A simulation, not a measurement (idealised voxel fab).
Process module heading - voxel self aligned vias
Displayed cross-section: cut, width of 300 nm, square cells sized 5 nm.
Square cells in a grid make up a cross-section in this document, and the grid is given as bands, listed from the top down, each one or more rows of cells. Read a band's entry like this: the first values are the height of its top and the height of its bottom in nm, and what follows is the sequence of materials from left to right, each with its width in nm. Note that "air" is empty space, and that a single material marked "throughout" reaches across the band from edge to edge. Note: height 0 marks the level under which the wafer is uniformly one material as received. Lowest band unbounded below, written "0 -> down". The expression "30..40" gives the width at the extremes of the band, the first number at its top row of cells and the second at its bottom row, with the width changing by equal amounts from each row to the next in between. It should be understood that the words "remains unaltered", when stated for a given step, signify that the cross-section underwent no change in any of its cells during that step. Closed-off voids of 8+ cells (no open route to the top) go in "Enclosed cavities", written width x height at distance from the left edge, in nm. What comes after the settings on a step's line is commentary from the simulator itself on that step. On any step carrying a mask, the "overlay nm" setting, if present on the step's line, tells how far right of its planned place the mask lay; negative values point to the left. So the way this works: pairs, before and after one process step. The after picture only goes down to the lowest band that actually changed, nothing below. Step and its settings are under each pair. And watch out, pairs might come from different runs of this module, same starting wafer though, so a pair only follows on from the one above if its "Incoming structure" entry tells you so.

# Incoming structure
0 -> down = Si throughout
Enclosed cavities: none

# Resultant Cross-Section
10 -> 0 = SiO2 throughout
Note: structure below 0 unchanged.
Enclosed cavities: none
Step linking the sections shown: CONFORMAL_DEP,material SiO2,thk nm 10

Incoming structure: the wafer arrives at this step looking as the after cross-section in the pair just above shows it.

# Resultant Cross-Section
15 -> 10 = SiCN throughout
Note: structure below 10 unchanged.
Enclosed cavities: none
Step linking the sections shown: CONFORMAL_DEP,material SiCN,thk nm 5

Incoming structure: the wafer arrives at this step looking as the after cross-section in the pair just above shows it.

# Resultant Cross-Section
45 -> 15 = SiO2 throughout
Note: structure below 15 unchanged.
Enclosed cavities: none
Step linking the sections shown: DIRECTIONAL_DEP,material SiO2,thk nm 30

Incoming structure: the wafer arrives at this step looking as the after cross-section in the pair just above shows it.

# Resultant Cross-Section
60 -> 45 = aC throughout
Note: structure below 45 unchanged.
Enclosed cavities: none
Step linking the sections shown: DIRECTIONAL_DEP,material aC,thk nm 15

Incoming structure: the wafer arrives at this step looking as the after cross-section in the pair just above shows it.

# Resultant Cross-Section
90 -> 60 = resist: 85; air: 20; resist: 35; air: 20; resist: 35; air: 20; resist: 85
Note: structure below 60 unchanged.
Enclosed cavities: none
Step linking the sections shown: PATTERN,tone open,mask id LINES,material resist,width nm 20,pitch nm 55,thk nm 30,overlay nm 0

Incoming structure: the wafer arrives at this step looking as the after cross-section in the pair just above shows it.

# Resultant Cross-Section
75 -> 60 = resist: 85; air: 20; resist: 35; air: 20; resist: 35; air: 20; resist: 85
60 -> 45 = aC: 85; air: 20; aC: 35; air: 20; aC: 35; air: 20; aC: 85
Note: structure below 45 unchanged.
Enclosed cavities: none
Step linking the sections shown: DIRECTIONAL_ETCH,etch materials aC,depth nm 15

Incoming structure: the wafer arrives at this step looking as the after cross-section in the pair just above shows it.

# Resultant Cross-Section
60 -> 45 = aC: 85; air: 20; aC: 35; air: 20; aC: 35; air: 20; aC: 85
Note: structure below 45 unchanged.
Enclosed cavities: none
Step linking the sections shown: STRIP,etch materials resist

Incoming structure: the wafer arrives at this step looking as the after cross-section in the pair just above shows it.

# Resultant Cross-Section
60 -> 45 = aC: 85; air: 20; aC: 35; air: 20; aC: 35; air: 20; aC: 85
45 -> 15 = SiO2: 85; air: 20; SiO2: 35; air: 20; SiO2: 35; air: 20; SiO2: 85
Note: structure below 15 unchanged.
Enclosed cavities: none
Step linking the sections shown: DIRECTIONAL_ETCH,etch materials SiO2,depth nm 30

Incoming structure: the wafer arrives at this step looking as the after cross-section in the pair just above shows it.

# Resultant Cross-Section
45 -> 15 = SiO2: 85; air: 20; SiO2: 35; air: 20; SiO2: 35; air: 20; SiO2: 85
Note: structure below 15 unchanged.
Enclosed cavities: none
Step linking the sections shown: STRIP,etch materials aC

Incoming structure: the wafer arrives at this step looking as the after cross-section in the pair just above shows it.

# Resultant Cross-Section
50 -> 45 = TiN: 90; air: 10; TiN: 45; air: 10; TiN: 45; air: 10; TiN: 90
45 -> 20 = SiO2: 85; TiN: 5; air: 10; TiN: 5; SiO2: 35; TiN: 5; air: 10; TiN: 5; SiO2: 35; TiN: 5; air: 10; TiN: 5; SiO2: 85
20 -> 15 = SiO2: 85; TiN: 20; SiO2: 35; TiN: 20; SiO2: 35; TiN: 20; SiO2: 85
Note: structure below 15 unchanged.
Enclosed cavities: none
Step linking the sections shown: CONFORMAL_DEP,material TiN,thk nm 5

Incoming structure: the wafer arrives at this step looking as the after cross-section in the pair just above shows it.

# Resultant Cross-Section
60 -> 50 = Ru throughout
50 -> 45 = TiN: 90; Ru: 10; TiN: 45; Ru: 10; TiN: 45; Ru: 10; TiN: 90
45 -> 20 = SiO2: 85; TiN: 5; Ru: 10; TiN: 5; SiO2: 35; TiN: 5; Ru: 10; TiN: 5; SiO2: 35; TiN: 5; Ru: 10; TiN: 5; SiO2: 85
Note: structure below 20 unchanged.
Enclosed cavities: none
Step linking the sections shown: FILL_DEP,material Ru,thk nm 10

Incoming structure: the wafer arrives at this step looking as the after cross-section in the pair just above shows it.

# Resultant Cross-Section
45 -> 20 = SiO2: 85; TiN: 5; Ru: 10; TiN: 5; SiO2: 35; TiN: 5; Ru: 10; TiN: 5; SiO2: 35; TiN: 5; Ru: 10; TiN: 5; SiO2: 85
Note: structure below 20 unchanged.
Enclosed cavities: none
Step linking the sections shown: CMP,height nm 45

Incoming structure: the wafer arrives at this step looking as the after cross-section in the pair just above shows it.

# Resultant Cross-Section
45 -> 40 = SiO2: 85; air: 20; SiO2: 35; air: 20; SiO2: 35; air: 20; SiO2: 85
Note: structure below 40 unchanged.
Enclosed cavities: none
Step linking the sections shown: SELECTIVE_ETCH,etch materials W Ru TiN,depth nm 5

Incoming structure: the wafer arrives at this step looking as the after cross-section in the pair just above shows it.

# Resultant Cross-Section
50 -> 45 = SiN throughout
45 -> 40 = SiO2: 85; SiN: 20; SiO2: 35; SiN: 20; SiO2: 35; SiN: 20; SiO2: 85
Note: structure below 40 unchanged.
Enclosed cavities: none
Step linking the sections shown: FILL_DEP,material SiN,thk nm 5

Incoming structure: the wafer arrives at this step looking as the after cross-section in the pair just above shows it.

# Resultant Cross-Section
45 -> 40 = SiO2: 85; SiN: 20; SiO2: 35; SiN: 20; SiO2: 35; SiN: 20; SiO2: 85
Note: structure below 40 unchanged.
Enclosed cavities: none
Step linking the sections shown: CMP,height nm 45

Incoming structure: the wafer arrives at this step looking as the after cross-section in the pair just above shows it.

# Resultant Cross-Section
60 -> 45 = SiO2 throughout
Note: structure below 45 unchanged.
Enclosed cavities: none
Step linking the sections shown: DIRECTIONAL_DEP,material SiO2,thk nm 15

Incoming structure: the wafer arrives at this step looking as the after cross-section in the pair just above shows it.

# Resultant Cross-Section
60 -> 45 = SiO2: 80; air: 30; SiO2: 25; air: 30; SiO2: 25; air: 30; SiO2: 80
Note: structure below 45 unchanged.
Enclosed cavities: none
Step linking the sections shown: MASKED_ETCH,tone open,mask id VIAS,width nm 30,pitch nm 55,etch materials SiO2,depth nm 15,overlay nm 0

Incoming structure: the wafer arrives at this step looking as the after cross-section in the pair just above shows it.

# Resultant Cross-Section
60 -> 45 = SiO2: 80; air: 30; SiO2: 25; air: 30; SiO2: 25; air: 30; SiO2: 80
45 -> 40 = SiO2: 85; air: 20; SiO2: 35; air: 20; SiO2: 35; air: 20; SiO2: 85
Note: structure below 40 unchanged.
Enclosed cavities: none
Step linking the sections shown: MASKED_ETCH,tone open,mask id VIAS,width nm 30,pitch nm 55,etch materials SiN,depth nm 5,overlay nm 0

Incoming structure: the wafer arrives at this step looking as the after cross-section in the pair just above shows it.

# Resultant Cross-Section
65 -> 60 = TiN: 85; air: 20; TiN: 35; air: 20; TiN: 35; air: 20; TiN: 85
60 -> 50 = SiO2: 80; TiN: 5; air: 20; TiN: 5; SiO2: 25; TiN: 5; air: 20; TiN: 5; SiO2: 25; TiN: 5; air: 20; TiN: 5; SiO2: 80
50 -> 45 = SiO2: 80; TiN: 10; air: 10; TiN: 10; SiO2: 25; TiN: 10; air: 10; TiN: 10; SiO2: 25; TiN: 10; air: 10; TiN: 10; SiO2: 80
45 -> 40 = SiO2: 85; TiN: 20; SiO2: 35; TiN: 20; SiO2: 35; TiN: 20; SiO2: 85
Note: structure below 40 unchanged.
Enclosed cavities: none
Step linking the sections shown: CONFORMAL_DEP,material TiN,thk nm 5

Incoming structure: the wafer arrives at this step looking as the after cross-section in the pair just above shows it.

# Resultant Cross-Section
70 -> 65 = Cu throughout
65 -> 60 = TiN: 85; Cu: 20; TiN: 35; Cu: 20; TiN: 35; Cu: 20; TiN: 85
60 -> 50 = SiO2: 80; TiN: 5; Cu: 20; TiN: 5; SiO2: 25; TiN: 5; Cu: 20; TiN: 5; SiO2: 25; TiN: 5; Cu: 20; TiN: 5; SiO2: 80
50 -> 45 = SiO2: 80; TiN: 10; Cu: 10; TiN: 10; SiO2: 25; TiN: 10; Cu: 10; TiN: 10; SiO2: 25; TiN: 10; Cu: 10; TiN: 10; SiO2: 80
Note: structure below 45 unchanged.
Enclosed cavities: none
Step linking the sections shown: FILL_DEP,material Cu,thk nm 5

Incoming structure: the wafer arrives at this step looking as the after cross-section in the pair just above shows it.

# Resultant Cross-Section
60 -> 50 = SiO2: 80; TiN: 5; Cu: 20; TiN: 5; SiO2: 25; TiN: 5; Cu: 20; TiN: 5; SiO2: 25; TiN: 5; Cu: 20; TiN: 5; SiO2: 80
Note: structure below 50 unchanged.
Enclosed cavities: none
Step linking the sections shown: CMP,height nm 60

Incoming structure: the wafer arrives at this step looking as the after cross-section in the pair just above shows it.

# Resultant Cross-Section
65 -> 60 = SiCN throughout
Note: structure below 60 unchanged.
Enclosed cavities: none
Step linking the sections shown: CONFORMAL_DEP,material SiCN,thk nm 5

# Incoming structure
0 -> down = Si throughout
Enclosed cavities: none

# Resultant Cross-Section
5 -> 0 = SiCN throughout
Note: structure below 0 unchanged.
Enclosed cavities: none
Step linking the sections shown: CONFORMAL_DEP,material SiCN,thk nm 5

Incoming structure: the wafer arrives at this step looking as the after cross-section in the pair just above shows it.

# Resultant Cross-Section
35 -> 5 = SiO2 throughout
Note: structure below 5 unchanged.
Enclosed cavities: none
Step linking the sections shown: DIRECTIONAL_DEP,material SiO2,thk nm 30

Incoming structure: the wafer arrives at this step looking as the after cross-section in the pair just above shows it.

# Resultant Cross-Section
50 -> 35 = aC throughout
Note: structure below 35 unchanged.
Enclosed cavities: none
Step linking the sections shown: DIRECTIONAL_DEP,material aC,thk nm 15

Incoming structure: the wafer arrives at this step looking as the after cross-section in the pair just above shows it.

# Resultant Cross-Section
80 -> 50 = resist: 85; air: 20; resist: 35; air: 20; resist: 35; air: 20; resist: 85
Note: structure below 50 unchanged.
Enclosed cavities: none
Step linking the sections shown: PATTERN,tone open,mask id LINES,material resist,width nm 20,pitch nm 55,thk nm 30,overlay nm 0

Incoming structure: the wafer arrives at this step looking as the after cross-section in the pair just above shows it.

# Resultant Cross-Section
65 -> 50 = resist: 85; air: 20; resist: 35; air: 20; resist: 35; air: 20; resist: 85
50 -> 35 = aC: 85; air: 20; aC: 35; air: 20; aC: 35; air: 20; aC: 85
Note: structure below 35 unchanged.
Enclosed cavities: none
Step linking the sections shown: DIRECTIONAL_ETCH,etch materials aC,depth nm 15

Incoming structure: the wafer arrives at this step looking as the after cross-section in the pair just above shows it.

# Resultant Cross-Section
50 -> 35 = aC: 85; air: 20; aC: 35; air: 20; aC: 35; air: 20; aC: 85
Note: structure below 35 unchanged.
Enclosed cavities: none
Step linking the sections shown: STRIP,etch materials resist

Incoming structure: the wafer arrives at this step looking as the after cross-section in the pair just above shows it.

# Resultant Cross-Section
50 -> 35 = aC: 85; air: 20; aC: 35; air: 20; aC: 35; air: 20; aC: 85
35 -> 5 = SiO2: 85; air: 20; SiO2: 35; air: 20; SiO2: 35; air: 20; SiO2: 85
Note: structure below 5 unchanged.
Enclosed cavities: none
Step linking the sections shown: DIRECTIONAL_ETCH,etch materials SiO2,depth nm 30

Incoming structure: the wafer arrives at this step looking as the after cross-section in the pair just above shows it.

# Resultant Cross-Section
35 -> 5 = SiO2: 85; air: 20; SiO2: 35; air: 20; SiO2: 35; air: 20; SiO2: 85
Note: structure below 5 unchanged.
Enclosed cavities: none
Step linking the sections shown: STRIP,etch materials aC

Incoming structure: the wafer arrives at this step looking as the after cross-section in the pair just above shows it.

# Resultant Cross-Section
40 -> 35 = TiN: 90; air: 10; TiN: 45; air: 10; TiN: 45; air: 10; TiN: 90
35 -> 10 = SiO2: 85; TiN: 5; air: 10; TiN: 5; SiO2: 35; TiN: 5; air: 10; TiN: 5; SiO2: 35; TiN: 5; air: 10; TiN: 5; SiO2: 85
10 -> 5 = SiO2: 85; TiN: 20; SiO2: 35; TiN: 20; SiO2: 35; TiN: 20; SiO2: 85
Note: structure below 5 unchanged.
Enclosed cavities: none
Step linking the sections shown: CONFORMAL_DEP,material TiN,thk nm 5

Incoming structure: the wafer arrives at this step looking as the after cross-section in the pair just above shows it.

# Resultant Cross-Section
50 -> 40 = Ru throughout
40 -> 35 = TiN: 90; Ru: 10; TiN: 45; Ru: 10; TiN: 45; Ru: 10; TiN: 90
35 -> 10 = SiO2: 85; TiN: 5; Ru: 10; TiN: 5; SiO2: 35; TiN: 5; Ru: 10; TiN: 5; SiO2: 35; TiN: 5; Ru: 10; TiN: 5; SiO2: 85
Note: structure below 10 unchanged.
Enclosed cavities: none
Step linking the sections shown: FILL_DEP,material Ru,thk nm 10

Incoming structure: the wafer arrives at this step looking as the after cross-section in the pair just above shows it.

# Resultant Cross-Section
45 -> 40 = Ru throughout
Note: structure below 40 unchanged.
Enclosed cavities: none
Step linking the sections shown: CMP,height nm 45

Incoming structure: the wafer arrives at this step looking as the after cross-section in the pair just above shows it.

# Resultant Cross-Section
40 -> 35 = TiN: 90; Ru: 10; TiN: 45; Ru: 10; TiN: 45; Ru: 10; TiN: 90
Note: structure below 35 unchanged.
Enclosed cavities: none
Step linking the sections shown: SELECTIVE_ETCH,etch materials W Ru TiN,depth nm 5

Incoming structure: the wafer arrives at this step looking as the after cross-section in the pair just above shows it.

# Resultant Cross-Section
45 -> 40 = SiN throughout
Note: structure below 40 unchanged.
Enclosed cavities: none
Step linking the sections shown: FILL_DEP,material SiN,thk nm 5

Incoming structure: the wafer arrives at this step looking as the after cross-section in the pair just above shows it.

# Resultant Cross-Section
60 -> 45 = SiO2 throughout
Note: structure below 45 unchanged.
Enclosed cavities: none
Step linking the sections shown: DIRECTIONAL_DEP,material SiO2,thk nm 15

Incoming structure: the wafer arrives at this step looking as the after cross-section in the pair just above shows it.

# Resultant Cross-Section
60 -> 45 = SiO2: 80; air: 30; SiO2: 25; air: 30; SiO2: 25; air: 30; SiO2: 80
Note: structure below 45 unchanged.
Enclosed cavities: none
Step linking the sections shown: MASKED_ETCH,tone open,mask id VIAS,width nm 30,pitch nm 55,etch materials SiO2,depth nm 15,overlay nm 0

Incoming structure: the wafer arrives at this step looking as the after cross-section in the pair just above shows it.

# Resultant Cross-Section
60 -> 45 = SiO2: 80; air: 30; SiO2: 25; air: 30; SiO2: 25; air: 30; SiO2: 80
45 -> 40 = SiN: 80; air: 30; SiN: 25; air: 30; SiN: 25; air: 30; SiN: 80
Note: structure below 40 unchanged.
Enclosed cavities: none
Step linking the sections shown: MASKED_ETCH,tone open,mask id VIAS,width nm 30,pitch nm 55,etch materials SiN,depth nm 5,overlay nm 0

Incoming structure: the wafer arrives at this step looking as the after cross-section in the pair just above shows it.

# Resultant Cross-Section
65 -> 60 = TiN: 85; air: 20; TiN: 35; air: 20; TiN: 35; air: 20; TiN: 85
60 -> 45 = SiO2: 80; TiN: 5; air: 20; TiN: 5; SiO2: 25; TiN: 5; air: 20; TiN: 5; SiO2: 25; TiN: 5; air: 20; TiN: 5; SiO2: 80
45 -> 40 = SiN: 80; TiN: 30; SiN: 25; TiN: 30; SiN: 25; TiN: 30; SiN: 80
Note: structure below 40 unchanged.
Enclosed cavities: none
Step linking the sections shown: CONFORMAL_DEP,material TiN,thk nm 5

Incoming structure: the wafer arrives at this step looking as the after cross-section in the pair just above shows it.

# Resultant Cross-Section
70 -> 65 = Cu throughout
65 -> 60 = TiN: 85; Cu: 20; TiN: 35; Cu: 20; TiN: 35; Cu: 20; TiN: 85
60 -> 45 = SiO2: 80; TiN: 5; Cu: 20; TiN: 5; SiO2: 25; TiN: 5; Cu: 20; TiN: 5; SiO2: 25; TiN: 5; Cu: 20; TiN: 5; SiO2: 80
Note: structure below 45 unchanged.
Enclosed cavities: none
Step linking the sections shown: FILL_DEP,material Cu,thk nm 5

Incoming structure: the wafer arrives at this step looking as the after cross-section in the pair just above shows it.

# Resultant Cross-Section
60 -> 45 = SiO2: 80; TiN: 5; Cu: 20; TiN: 5; SiO2: 25; TiN: 5; Cu: 20; TiN: 5; SiO2: 25; TiN: 5; Cu: 20; TiN: 5; SiO2: 80
Note: structure below 45 unchanged.
Enclosed cavities: none
Step linking the sections shown: CMP,height nm 60

Incoming structure: the wafer arrives at this step looking as the after cross-section in the pair just above shows it.

# Resultant Cross-Section
65 -> 60 = SiCN throughout
Note: structure below 60 unchanged.
Enclosed cavities: none
Step linking the sections shown: CONFORMAL_DEP,material SiCN,thk nm 5

# Incoming structure
60 -> 45 = SiO2: 80; air: 30; SiO2: 25; air: 30; SiO2: 25; air: 30; SiO2: 80
45 -> 40 = SiO2: 85; SiN: 20; SiO2: 35; SiN: 20; SiO2: 35; SiN: 20; SiO2: 85
40 -> 20 = SiO2: 85; TiN: 5; Ru: 10; TiN: 5; SiO2: 35; TiN: 5; Ru: 10; TiN: 5; SiO2: 35; TiN: 5; Ru: 10; TiN: 5; SiO2: 85
20 -> 15 = SiO2: 85; TiN: 20; SiO2: 35; TiN: 20; SiO2: 35; TiN: 20; SiO2: 85
15 -> 10 = SiCN throughout
10 -> 0 = SiO2 throughout
0 -> down = Si throughout
Enclosed cavities: none

# Resultant Cross-Section
60 -> 45 = SiO2: 80; air: 30; SiO2: 25; air: 30; SiO2: 25; air: 30; SiO2: 80
45 -> 40 = SiO2: 80; air: 5; SiN: 20; air: 5; SiO2: 25; air: 5; SiN: 20; air: 5; SiO2: 25; air: 5; SiN: 20; air: 5; SiO2: 80
40 -> 30 = SiO2: 80; air: 5; TiN: 5; Ru: 10; TiN: 5; air: 5; SiO2: 25; air: 5; TiN: 5; Ru: 10; TiN: 5; air: 5; SiO2: 25; air: 5; TiN: 5; Ru: 10; TiN: 5; air: 5; SiO2: 80
Note: structure below 30 unchanged.
Enclosed cavities: none
Step linking the sections shown: MASKED_ETCH,tone open,mask id VIAS,width nm 30,pitch nm 55,etch materials SiO2,depth nm 15,overlay nm 0

Incoming structure: the wafer arrives at this step looking as the after cross-section in the pair just above shows it.

# Resultant Cross-Section
60 -> 40 = SiO2: 80; air: 30; SiO2: 25; air: 30; SiO2: 25; air: 30; SiO2: 80
Note: structure below 40 unchanged.
Enclosed cavities: none
Step linking the sections shown: MASKED_ETCH,tone open,mask id VIAS,width nm 30,pitch nm 55,etch materials SiN,depth nm 5,overlay nm 0

Incoming structure: the wafer arrives at this step looking as the after cross-section in the pair just above shows it.

# Resultant Cross-Section
65 -> 60 = TiN: 85; air: 20; TiN: 35; air: 20; TiN: 35; air: 20; TiN: 85
60 -> 45 = SiO2: 80; TiN: 5; air: 20; TiN: 5; SiO2: 25; TiN: 5; air: 20; TiN: 5; SiO2: 25; TiN: 5; air: 20; TiN: 5; SiO2: 80
45 -> 40 = SiO2: 80; TiN: 30; SiO2: 25; TiN: 30; SiO2: 25; TiN: 30; SiO2: 80
40 -> 30 = SiO2: 80; TiN: 10; Ru: 10; TiN: 10; SiO2: 25; TiN: 10; Ru: 10; TiN: 10; SiO2: 25; TiN: 10; Ru: 10; TiN: 10; SiO2: 80
Note: structure below 30 unchanged.
Enclosed cavities: none
Step linking the sections shown: CONFORMAL_DEP,material TiN,thk nm 5

Incoming structure: the wafer arrives at this step looking as the after cross-section in the pair just above shows it.

# Resultant Cross-Section
70 -> 65 = Cu throughout
65 -> 60 = TiN: 85; Cu: 20; TiN: 35; Cu: 20; TiN: 35; Cu: 20; TiN: 85
60 -> 45 = SiO2: 80; TiN: 5; Cu: 20; TiN: 5; SiO2: 25; TiN: 5; Cu: 20; TiN: 5; SiO2: 25; TiN: 5; Cu: 20; TiN: 5; SiO2: 80
Note: structure below 45 unchanged.
Enclosed cavities: none
Step linking the sections shown: FILL_DEP,material Cu,thk nm 5

Incoming structure: the wafer arrives at this step looking as the after cross-section in the pair just above shows it.

# Resultant Cross-Section
60 -> 45 = SiO2: 80; TiN: 5; Cu: 20; TiN: 5; SiO2: 25; TiN: 5; Cu: 20; TiN: 5; SiO2: 25; TiN: 5; Cu: 20; TiN: 5; SiO2: 80
Note: structure below 45 unchanged.
Enclosed cavities: none
Step linking the sections shown: CMP,height nm 60

Incoming structure: the wafer arrives at this step looking as the after cross-section in the pair just above shows it.

# Resultant Cross-Section
65 -> 60 = SiCN throughout
Note: structure below 60 unchanged.
Enclosed cavities: none
Step linking the sections shown: CONFORMAL_DEP,material SiCN,thk nm 5

# Incoming structure
45 -> 40 = SiO2: 85; SiN: 20; SiO2: 35; SiN: 20; SiO2: 35; SiN: 20; SiO2: 85
40 -> 20 = SiO2: 85; TiN: 5; Ru: 10; TiN: 5; SiO2: 35; TiN: 5; Ru: 10; TiN: 5; SiO2: 35; TiN: 5; Ru: 10; TiN: 5; SiO2: 85
20 -> 15 = SiO2: 85; TiN: 20; SiO2: 35; TiN: 20; SiO2: 35; TiN: 20; SiO2: 85
15 -> 10 = SiCN throughout
10 -> 0 = SiO2 throughout
0 -> down = Si throughout
Enclosed cavities: none

# Resultant Cross-Section
45 -> 40 = SiO2: 80; air: 5; SiN: 20; air: 5; SiO2: 25; air: 5; SiN: 20; air: 5; SiO2: 25; air: 5; SiN: 20; air: 5; SiO2: 80
40 -> 30 = SiO2: 80; air: 5; TiN: 5; Ru: 10; TiN: 5; air: 5; SiO2: 25; air: 5; TiN: 5; Ru: 10; TiN: 5; air: 5; SiO2: 25; air: 5; TiN: 5; Ru: 10; TiN: 5; air: 5; SiO2: 80
Note: structure below 30 unchanged.
Enclosed cavities: none
Step linking the sections shown: MASKED_ETCH,tone open,mask id VIAS,width nm 30,pitch nm 55,etch materials SiO2,depth nm 15,overlay nm 0

Incoming structure: the wafer arrives at this step looking as the after cross-section in the pair just above shows it.

# Resultant Cross-Section
60 -> 45 = SiO2: 80; air: 5; SiO2: 20; air: 5; SiO2: 25; air: 5; SiO2: 20; air: 5; SiO2: 25; air: 5; SiO2: 20; air: 5; SiO2: 80
45 -> 40 = SiO2: 85; SiN: 20; SiO2: 35; SiN: 20; SiO2: 35; SiN: 20; SiO2: 85
40 -> 20 = SiO2: 85; TiN: 5; Ru: 10; TiN: 5; SiO2: 35; TiN: 5; Ru: 10; TiN: 5; SiO2: 35; TiN: 5; Ru: 10; TiN: 5; SiO2: 85
Note: structure below 20 unchanged.
Enclosed cavities: none
Step linking the sections shown: DIRECTIONAL_DEP,material SiO2,thk nm 15

Incoming structure: the wafer arrives at this step looking as the after cross-section in the pair just above shows it.

# Resultant Cross-Section
65 -> 60 = TiN throughout
60 -> 45 = SiO2: 80; TiN: 5; SiO2: 20; TiN: 5; SiO2: 25; TiN: 5; SiO2: 20; TiN: 5; SiO2: 25; TiN: 5; SiO2: 20; TiN: 5; SiO2: 80
Note: structure below 45 unchanged.
Enclosed cavities: none
Step linking the sections shown: CONFORMAL_DEP,material TiN,thk nm 5

Incoming structure: the wafer arrives at this step looking as the after cross-section in the pair just above shows it.

# Resultant Cross-Section
70 -> 65 = Cu throughout
Note: structure below 65 unchanged.
Enclosed cavities: none
Step linking the sections shown: FILL_DEP,material Cu,thk nm 5

Incoming structure: the wafer arrives at this step looking as the after cross-section in the pair just above shows it.

# Resultant Cross-Section
60 -> 45 = SiO2: 80; TiN: 5; SiO2: 20; TiN: 5; SiO2: 25; TiN: 5; SiO2: 20; TiN: 5; SiO2: 25; TiN: 5; SiO2: 20; TiN: 5; SiO2: 80
Note: structure below 45 unchanged.
Enclosed cavities: none
Step linking the sections shown: CMP,height nm 60

Incoming structure: the wafer arrives at this step looking as the after cross-section in the pair just above shows it.

# Resultant Cross-Section
65 -> 60 = SiCN throughout
Note: structure below 60 unchanged.
Enclosed cavities: none
Step linking the sections shown: CONFORMAL_DEP,material SiCN,thk nm 5

# Incoming structure
10 -> 0 = SiO2 throughout
0 -> down = Si throughout
Enclosed cavities: none

# Resultant Cross-Section
25 -> 10 = SiCN throughout
Note: structure below 10 unchanged.
Enclosed cavities: none
Step linking the sections shown: CONFORMAL_DEP,material SiCN,thk nm 15

Incoming structure: the wafer arrives at this step looking as the after cross-section in the pair just above shows it.

# Resultant Cross-Section
55 -> 25 = SiO2 throughout
Note: structure below 25 unchanged.
Enclosed cavities: none
Step linking the sections shown: DIRECTIONAL_DEP,material SiO2,thk nm 30

Incoming structure: the wafer arrives at this step looking as the after cross-section in the pair just above shows it.

# Resultant Cross-Section
70 -> 55 = aC throughout
Note: structure below 55 unchanged.
Enclosed cavities: none
Step linking the sections shown: DIRECTIONAL_DEP,material aC,thk nm 15

Incoming structure: the wafer arrives at this step looking as the after cross-section in the pair just above shows it.

# Resultant Cross-Section
100 -> 70 = resist: 85; air: 20; resist: 35; air: 20; resist: 35; air: 20; resist: 85
Note: structure below 70 unchanged.
Enclosed cavities: none
Step linking the sections shown: PATTERN,tone open,mask id LINES,material resist,width nm 20,pitch nm 55,thk nm 30,overlay nm 0

Incoming structure: the wafer arrives at this step looking as the after cross-section in the pair just above shows it.

# Resultant Cross-Section
85 -> 70 = resist: 85; air: 20; resist: 35; air: 20; resist: 35; air: 20; resist: 85
70 -> 55 = aC: 85; air: 20; aC: 35; air: 20; aC: 35; air: 20; aC: 85
Note: structure below 55 unchanged.
Enclosed cavities: none
Step linking the sections shown: DIRECTIONAL_ETCH,etch materials aC,depth nm 15

Incoming structure: the wafer arrives at this step looking as the after cross-section in the pair just above shows it.

# Resultant Cross-Section
70 -> 55 = aC: 85; air: 20; aC: 35; air: 20; aC: 35; air: 20; aC: 85
Note: structure below 55 unchanged.
Enclosed cavities: none
Step linking the sections shown: STRIP,etch materials resist

Incoming structure: the wafer arrives at this step looking as the after cross-section in the pair just above shows it.

# Resultant Cross-Section
70 -> 55 = aC: 85; air: 20; aC: 35; air: 20; aC: 35; air: 20; aC: 85
55 -> 25 = SiO2: 85; air: 20; SiO2: 35; air: 20; SiO2: 35; air: 20; SiO2: 85
Note: structure below 25 unchanged.
Enclosed cavities: none
Step linking the sections shown: DIRECTIONAL_ETCH,etch materials SiO2,depth nm 30

Incoming structure: the wafer arrives at this step looking as the after cross-section in the pair just above shows it.

# Resultant Cross-Section
55 -> 25 = SiO2: 85; air: 20; SiO2: 35; air: 20; SiO2: 35; air: 20; SiO2: 85
Note: structure below 25 unchanged.
Enclosed cavities: none
Step linking the sections shown: STRIP,etch materials aC

Incoming structure: the wafer arrives at this step looking as the after cross-section in the pair just above shows it.

# Resultant Cross-Section
60 -> 55 = TiN: 90; air: 10; TiN: 45; air: 10; TiN: 45; air: 10; TiN: 90
55 -> 30 = SiO2: 85; TiN: 5; air: 10; TiN: 5; SiO2: 35; TiN: 5; air: 10; TiN: 5; SiO2: 35; TiN: 5; air: 10; TiN: 5; SiO2: 85
30 -> 25 = SiO2: 85; TiN: 20; SiO2: 35; TiN: 20; SiO2: 35; TiN: 20; SiO2: 85
Note: structure below 25 unchanged.
Enclosed cavities: none
Step linking the sections shown: CONFORMAL_DEP,material TiN,thk nm 5

Incoming structure: the wafer arrives at this step looking as the after cross-section in the pair just above shows it.

# Resultant Cross-Section
70 -> 60 = Ru throughout
60 -> 55 = TiN: 90; Ru: 10; TiN: 45; Ru: 10; TiN: 45; Ru: 10; TiN: 90
55 -> 30 = SiO2: 85; TiN: 5; Ru: 10; TiN: 5; SiO2: 35; TiN: 5; Ru: 10; TiN: 5; SiO2: 35; TiN: 5; Ru: 10; TiN: 5; SiO2: 85
Note: structure below 30 unchanged.
Enclosed cavities: none
Step linking the sections shown: FILL_DEP,material Ru,thk nm 10

Incoming structure: the wafer arrives at this step looking as the after cross-section in the pair just above shows it.

# Resultant Cross-Section
45 -> 30 = SiO2: 85; TiN: 5; Ru: 10; TiN: 5; SiO2: 35; TiN: 5; Ru: 10; TiN: 5; SiO2: 35; TiN: 5; Ru: 10; TiN: 5; SiO2: 85
Note: structure below 30 unchanged.
Enclosed cavities: none
Step linking the sections shown: CMP,height nm 45

Incoming structure: the wafer arrives at this step looking as the after cross-section in the pair just above shows it.

# Resultant Cross-Section
45 -> 40 = SiO2: 85; air: 20; SiO2: 35; air: 20; SiO2: 35; air: 20; SiO2: 85
Note: structure below 40 unchanged.
Enclosed cavities: none
Step linking the sections shown: SELECTIVE_ETCH,etch materials W Ru TiN,depth nm 5

Incoming structure: the wafer arrives at this step looking as the after cross-section in the pair just above shows it.

# Resultant Cross-Section
50 -> 45 = SiN throughout
45 -> 40 = SiO2: 85; SiN: 20; SiO2: 35; SiN: 20; SiO2: 35; SiN: 20; SiO2: 85
Note: structure below 40 unchanged.
Enclosed cavities: none
Step linking the sections shown: FILL_DEP,material SiN,thk nm 5

Incoming structure: the wafer arrives at this step looking as the after cross-section in the pair just above shows it.

# Resultant Cross-Section
45 -> 40 = SiO2: 85; SiN: 20; SiO2: 35; SiN: 20; SiO2: 35; SiN: 20; SiO2: 85
Note: structure below 40 unchanged.
Enclosed cavities: none
Step linking the sections shown: CMP,height nm 45

Incoming structure: the wafer arrives at this step looking as the after cross-section in the pair just above shows it.

# Resultant Cross-Section
60 -> 45 = SiO2 throughout
Note: structure below 45 unchanged.
Enclosed cavities: none
Step linking the sections shown: DIRECTIONAL_DEP,material SiO2,thk nm 15
